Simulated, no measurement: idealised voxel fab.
Documented hereafter: the process module known as voxel quadruple lines.
The width of the displayed cross-section, cut, is 225 nm; its cells are square, with a size of 5 nm.
Format of a cross-section: grid, square cells. Given as bands. Order: top down. Band: one or more rows of cells. This entry defines a band. It first specifies the height of the band's top and the height of its bottom in nm, and then specifies the band's materials from left to right, stating each material with its width in nm. The word "everywhere" identifies a single material that fills the band from edge to edge, while the word "air" identifies empty space. We count height from 0. Below that, the starting wafer is all one material. The lowest band never ends at the bottom but goes on down; see "top 0, no bottom" for how that is written. With a width like "30 to 40", each row of cells in the band differs from the next by the same amount, the top row carrying the first number and the bottom row the second. Reading "nothing different" for a step: not a cell of the cross-section changed in it. The label "Cavities, sealed" introduces a list of the empty spaces, 8 cells or larger, that have no open way up to the top; each entry in it reads width x height at distance, where the distance is taken from the left edge and all three are stated in nm. Read whatever lies past the settings on a step's line as the simulator's own remark about the step. If you see "overlay nm" on a step's line and that step has a mask, it's telling you how far right of where it was planned the mask ended up; a negative number means it went left instead.
[The following list gives the planned process steps]
- 1: RECEIVE,material Si
- 2: CONFORMAL_DEP,material SiO2,thk nm 10
- 3: DIRECTIONAL_DEP,material TiN,thk nm 10
- 4: DIRECTIONAL_DEP,material polySi,thk nm 20
- 5: DIRECTIONAL_DEP,material aC,thk nm 20
- 6: PATTERN,tone cover,mask id MANDREL,material resist,width nm 30,thk nm 30,overlay nm 0
- 7: DIRECTIONAL_ETCH,etch materials aC,depth nm 20
- 8: STRIP,etch materials resist
- 9: CONFORMAL_DEP,material SiO2,thk nm 10
- 10: DIRECTIONAL_ETCH,etch materials SiO2,depth nm 10
- 11: STRIP,etch materials aC
- 12: DIRECTIONAL_ETCH,etch materials polySi,depth nm 20
- 13: STRIP,etch materials SiO2
- 14: CONFORMAL_DEP,material SiN,thk nm 10
- 15: DIRECTIONAL_ETCH,etch materials SiN,depth nm 10
- 16: STRIP,etch materials polySi
- 17: DIRECTIONAL_ETCH,etch materials TiN,depth nm 10
- 18: STRIP,etch materials SiN
- 19: FILL_DEP,material lowk,thk nm 10
- 20: CMP,height nm 20
[as received, after step 1]
* top 0, no bottom = Si everywhere
* Cavities, sealed: none
[Final cross-section, module run with one mistake (start and plan as above)]
* top 20, bottom 10 = polySi everywhere
* top 10, bottom 0 = SiO2 everywhere
* top 0, no bottom = Si everywhere
* Cavities, sealed: none
Here's what went sideways: steps 3 and 4 got flipped, so each one ran where the other should have
